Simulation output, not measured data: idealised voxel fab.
voxel air gaps: a process module
Square cell edge 5 nm, section width 280 nm, ID cut.
If you're reading a cross-section in this doc, picture square cells in a grid; it comes to you as bands, top ones listed first down to the bottom, and a band can be one or more rows of cells.
What a band's entry tells you: where the top is and where the bottom is, as heights in nm, and after that what lies inside, material by material from left to right, each with its width in nm. Empty space is written as the word "blank", and a single material marked with the word "throughout" occupies the band from edge to edge.
Counting heights begins at 0, where everything beneath is, in the wafer as received, one material. The lowest band has no bottom; it goes on downwards, as "0..down" shows.
Quick explanation for "30->40": the width changes in equal steps down the rows of cells, from the first number in the band's top row to the second number in its bottom row.
What does "everything unchanged" mean for a step? It means no cell of the cross-section changed in that step.
For the entry "Cavities, closed", the listed items are empty spaces with no open way to the top whose size is 8 cells or more; each item follows the pattern width x height at distance, where distance is from the left edge and all three are in nm.
after a step's settings: what the simulator itself notes on the step
A step's line can hold "overlay nm"; with a mask on that step, the setting says how far right of the planned place the mask lay, while a negative setting says it lay to the left.

Process steps - plan
1: RECEIVE,material Si
2: CONFORMAL_DEP,material SiO2,thk nm 10
3: CONFORMAL_DEP,material SiCN,thk nm 5
4: DIRECTIONAL_DEP,material SiO2,thk nm 35
5: MASKED_ETCH,tone open,mask id LINES,width nm 25,pitch nm 50,etch materials SiO2,depth nm 35,overlay nm 0
6: CONFORMAL_DEP,material TiN,thk nm 5
7: FILL_DEP,material Cu,thk nm 10
8: CMP,height nm 50
9: EPI,material Ru,thk nm 10
10: SELECTIVE_ETCH,etch materials SiO2,depth nm 45
11: CONFORMAL_DEP,material SiCN,thk nm 5

Cross-section of the wafer at receipt, which is the condition after step 1
0..down | Si throughout
Cavities, closed: none

Cross-section: first of two wafers, module finished, run according to plan
65..60 | blank 35 nm, SiCN 205 nm, blank 40 nm
60..50 | blank 35 nm, SiCN 5 nm, Ru 45 nm, SiCN 5 nm, Ru 45 nm, SiCN 5 nm, Ru 45 nm, SiCN 5 nm, Ru 45 nm, SiCN 5 nm, blank 40 nm
50..45 | blank 35 nm, SiCN 15 nm, TiN 5 nm, Cu 15 nm, TiN 5 nm, SiCN 25 nm, TiN 5 nm, Cu 15 nm, TiN 5 nm, SiCN 25 nm, TiN 5 nm, Cu 15 nm, TiN 5 nm, SiCN 25 nm, TiN 5 nm, Cu 15 nm, TiN 5 nm, SiCN 15 nm, blank 40 nm
45..20 | blank 45 nm, SiCN 5 nm, TiN 5 nm, Cu 15 nm, TiN 5 nm, SiCN 5 nm, blank 15 nm, SiCN 5 nm, TiN 5 nm, Cu 15 nm, TiN 5 nm, SiCN 5 nm, blank 15 nm, SiCN 5 nm, TiN 5 nm, Cu 15 nm, TiN 5 nm, SiCN 5 nm, blank 15 nm, SiCN 5 nm, TiN 5 nm, Cu 15 nm, TiN 5 nm, SiCN 5 nm, blank 50 nm
20..15 | SiCN 50 nm, TiN 25 nm, SiCN 25 nm, TiN 25 nm, SiCN 25 nm, TiN 25 nm, SiCN 25 nm, TiN 25 nm, SiCN 55 nm
15..10 | SiCN throughout
10..0 | SiO2 throughout
0..down | Si throughout
Cavities, closed: 15 x 25 at 80; 15 x 25 at 130; 15 x 25 at 180

Second wafer cross-section at end of module - shared start and plan with the first, one mistake in the run
70..65 | SiCN throughout
65..55 | Ru throughout
55..50 | TiN 55 nm, Cu 15 nm, TiN 35 nm, Cu 15 nm, TiN 35 nm, Cu 15 nm, TiN 35 nm, Cu 15 nm, TiN 60 nm
50..20 | SiO2 50 nm, TiN 5 nm, Cu 15 nm, TiN 5 nm, SiO2 25 nm, TiN 5 nm, Cu 15 nm, TiN 5 nm, SiO2 25 nm, TiN 5 nm, Cu 15 nm, TiN 5 nm, SiO2 25 nm, TiN 5 nm, Cu 15 nm, TiN 5 nm, SiO2 55 nm
20..15 | SiO2 50 nm, TiN 25 nm, SiO2 25 nm, TiN 25 nm, SiO2 25 nm, TiN 25 nm, SiO2 25 nm, TiN 25 nm, SiO2 55 nm
15..10 | SiCN throughout
10..0 | SiO2 throughout
0..down | Si throughout
Cavities, closed: none
Against the plan, the run slipped here: in deviation from the planned setting, step 8 was conducted as CMP,height nm 55
End check, counted in cells, second wafer has more or fewer of these materials than the first: 12 more of Cu | 40 more of Ru | 92 fewer of SiCN | 252 more of SiO2 | 44 more of TiN
At the end, the first wafer has 3 closed voids and the second wafer has 0.
